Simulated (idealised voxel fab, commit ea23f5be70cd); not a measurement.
Process module name: voxel transistor to metal
Pictured: cross-section cut, 190 nm wide, on a grid of 5 nm square cells.
For the purposes of this document, a cross-section shall be understood as a grid of square cells, specified as bands listed in top-to-bottom order, each band consisting of one or more rows of cells. Top, bottom (nm), then materials left to right with widths (nm); lone material tagged "throughout" fills the whole band edge to edge; "air" = empty space. Where do heights start? At 0: under that level the wafer as delivered is made of one material only. And the lowest band has no floor; it just carries on downward, as in "0 -> down". A width given as "30->40" starts at the first number in the band's top row and ends at the second number in its bottom row, shifting by an equal amount at every step from row to row. Key: "remained unchanged" - step with no changed cell in the cross-section. What "Enclosed voids" gives you is every empty space of 8 cells or more that is cut off from the top. Each appears as width x height at distance, with the distance taken from the left edge and width, height and distance all in nm. Step line, after settings: the simulator's comment on this step. The setting "overlay nm" may be written on the line of a step. When the step uses a mask, the value reports how far to the right of the planned place the mask lay, and a negative value reports that it lay to the left.
[Process steps - plan]
1: RECEIVE, material Si
2: CONFORMAL_DEP, material SiO2, thk nm 5
3: CONFORMAL_DEP, material SiN, thk nm 15
4: PATTERN, tone cover, mask id ACTIVE, material resist, width nm 115, thk nm 20, overlay nm 0
5: DIRECTIONAL_ETCH, etch materials SiN, depth nm 15
6: DIRECTIONAL_ETCH, etch materials SiO2, depth nm 5
7: DIRECTIONAL_ETCH, etch materials Si, depth nm 35
8: STRIP, etch materials resist
9: FILL_DEP, material SiO2, thk nm 10
10: CMP, height nm 20
11: SELECTIVE_ETCH, etch materials SiO2, depth nm 15
12: STRIP, etch materials SiN
13: SELECTIVE_ETCH, etch materials SiO2, depth nm 5
14: OXIDIZE, depth nm 5
15: DIRECTIONAL_DEP, material polySi, thk nm 25
16: DIRECTIONAL_DEP, material SiCN, thk nm 15
17: DIRECTIONAL_DEP, material aC, thk nm 15
18: PATTERN, tone cover, mask id GATE, material resist, width nm 25, thk nm 30, overlay nm 0
19: DIRECTIONAL_ETCH, etch materials aC, depth nm 15
20: STRIP, etch materials resist
21: DIRECTIONAL_ETCH, etch materials SiCN, depth nm 25
22: DIRECTIONAL_ETCH, etch materials polySi, depth nm 35
23: STRIP, etch materials aC
24: CONFORMAL_DEP, material SiO2, thk nm 5
25: DIRECTIONAL_ETCH, etch materials SiO2, depth nm 5
26: CONFORMAL_DEP, material SiN, thk nm 10
27: DIRECTIONAL_ETCH, etch materials SiN, depth nm 10
28: DIRECTIONAL_ETCH, etch materials SiO2, depth nm 5
29: EPI, material nSi, thk nm 5
30: FILL_DEP, material SiO2, thk nm 10
31: CMP, height nm 40
32: DIRECTIONAL_DEP, material SiO2, thk nm 10
33: DIRECTIONAL_DEP, material aC, thk nm 10
34: PATTERN, tone open, mask id CONTACT, material resist, width nm 20, pitch nm 75, thk nm 25, overlay nm 0
35: DIRECTIONAL_ETCH, etch materials aC, depth nm 10
36: STRIP, etch materials resist
37: DIRECTIONAL_ETCH, etch materials SiO2, depth nm 50
38: STRIP, etch materials aC
39: CONFORMAL_DEP, material TiN, thk nm 5
40: FILL_DEP, material Ru, thk nm 5
41: CMP, height nm 50
42: DIRECTIONAL_DEP, material TiN, thk nm 5
43: DIRECTIONAL_DEP, material W, thk nm 20
44: MASKED_ETCH, tone cover, mask id METAL_1, width nm 20, pitch nm 75, etch materials W, depth nm 20, overlay nm 0
45: MASKED_ETCH, tone cover, mask id METAL_1, width nm 20, pitch nm 75, etch materials TiN, depth nm 5, overlay nm 0
46: FILL_DEP, material SiO2, thk nm 5
47: CMP, height nm 75
48: CONFORMAL_DEP, material SiCN, thk nm 5
49: DIRECTIONAL_DEP, material lowk, thk nm 35
50: MASKED_ETCH, tone open, mask id METAL_2, width nm 20, pitch nm 75, etch materials lowk, depth nm 20, overlay nm 0
51: PATTERN, tone open, mask id METAL_2_HOLES, material resist, width nm 15, pitch nm 75, thk nm 15, overlay nm 0
52: DIRECTIONAL_ETCH, etch materials lowk, depth nm 15
53: DIRECTIONAL_ETCH, etch materials SiCN, depth nm 5
54: STRIP, etch materials resist
55: CONFORMAL_DEP, material TiN, thk nm 5
56: FILL_DEP, material Ru, thk nm 10
57: CMP, height nm 115
58: CONFORMAL_DEP, material SiCN, thk nm 5
[The cross-section here shows the wafer as received, i.e. in its state after step 1]
* 0 -> down  Si throughout
* Enclosed voids: none
[Module complete - cross-section of the first of two wafers, run according to plan]
* 120 -> 115  SiCN throughout
* 115 -> 100  lowk (45), then TiN (5), then Ru (10), then TiN (5), then lowk (55), then TiN (5), then Ru (10), then TiN (5), then lowk (50)
* 100 -> 95  lowk (45), then TiN (5), then Ru (5), then TiN (10), then lowk (55), then TiN (5), then Ru (5), then TiN (10), then lowk (50)
* 95 -> 80  lowk (45), then TiN (5), then Ru (5), then TiN (5), then lowk (60), then TiN (5), then Ru (5), then TiN (5), then lowk (55)
* 80 -> 75  SiCN (45), then TiN (15), then SiCN (60), then TiN (15), then SiCN (55)
* 75 -> 55  SiO2 (45), then W (20), then SiO2 (55), then W (20), then SiO2 (50)
* 55 -> 50  SiO2 (45), then TiN (20), then SiO2 (55), then TiN (20), then SiO2 (50)
* 50 -> 40  SiO2 (45), then TiN (5), then Ru (10), then TiN (5), then SiO2 (55), then TiN (5), then Ru (10), then TiN (5), then SiO2 (50)
* 40 -> 25  SiO2 (45), then TiN (5), then Ru (10), then TiN (5), then SiN (10), then SiO2 (5), then SiCN (25), then SiO2 (5), then SiN (10), then TiN (5), then Ru (10), then TiN (5), then SiO2 (50)
* 25 -> 5  SiO2 (45), then TiN (5), then Ru (10), then TiN (5), then SiN (10), then SiO2 (5), then polySi (25), then SiO2 (5), then SiN (10), then TiN (5), then Ru (10), then TiN (5), then SiO2 (50)
* 5 -> 0  SiO2 (45), then TiN (20), then SiN (10), then SiO2 (5), then polySi (25), then SiO2 (5), then SiN (10), then TiN (20), then SiO2 (50)
* 0 -> -5  SiO2 (30), then nSi (35), then SiO2 (55), then nSi (35), then SiO2 (35)
* -5 -> -35  SiO2 (35), then Si (115), then SiO2 (40)
* -35 -> down  Si throughout
* Enclosed voids: none
[Same start, same plan as the first wafer - but one mistake in the run. Cross-section of the second of the two at the end of the module]
* 120 -> 115  SiCN throughout
* 115 -> 100  lowk (45), then TiN (5), then Ru (10), then TiN (5), then lowk (55), then TiN (5), then Ru (10), then TiN (5), then lowk (50)
* 100 -> 95  lowk (45), then TiN (5), then Ru (5), then TiN (10), then lowk (55), then TiN (5), then Ru (5), then TiN (10), then lowk (50)
* 95 -> 80  lowk (45), then TiN (5), then Ru (5), then TiN (5), then lowk (60), then TiN (5), then Ru (5), then TiN (5), then lowk (55)
* 80 -> 75  SiCN (45), then TiN (15), then SiCN (60), then TiN (15), then SiCN (55)
* 75 -> 55  SiO2 (45), then W (20), then SiO2 (55), then W (20), then SiO2 (50)
* 55 -> 50  SiO2 (45), then TiN (20), then SiO2 (55), then TiN (20), then SiO2 (50)
* 50 -> 40  SiO2 (45), then TiN (5), then Ru (10), then TiN (5), then SiO2 (55), then TiN (5), then Ru (10), then TiN (5), then SiO2 (50)
* 40 -> 35  SiO2 (45), then TiN (5), then Ru (10), then TiN (5), then SiO2 (15), then SiCN (25), then SiO2 (15), then TiN (5), then Ru (10), then TiN (5), then SiO2 (50)
* 35 -> 25  SiO2 (45), then TiN (5), then Ru (10), then TiN (5), then SiO2 (5), then SiN (5), then SiO2 (5), then SiCN (25), then SiO2 (5), then SiN (5), then SiO2 (5), then TiN (5), then Ru (10), then TiN (5), then SiO2 (50)
* 25 -> 5  SiO2 (45), then TiN (5), then Ru (10), then TiN (5), then SiO2 (5), then SiN (5), then SiO2 (5), then polySi (25), then SiO2 (5), then SiN (5), then SiO2 (5), then TiN (5), then Ru (10), then TiN (5), then SiO2 (50)
* 5 -> 0  SiO2 (45), then TiN (20), then SiO2 (5), then SiN (5), then SiO2 (5), then polySi (25), then SiO2 (5), then SiN (5), then SiO2 (5), then TiN (20), then SiO2 (50)
* 0 -> -5  SiO2 (30), then nSi (40), then SiO2 (45), then nSi (40), then SiO2 (35)
* -5 -> -35  SiO2 (35), then Si (115), then SiO2 (40)
* -35 -> down  Si throughout
* Enclosed voids: none
Against the plan, the run slipped here: note that step 26 departed from the planned setting and was carried out as CONFORMAL_DEP, material SiN, thk nm 5
End of process, cell counts, second wafer against first, materials with more or fewer: SiN: 18 fewer | SiO2: 16 more | nSi: 2 more
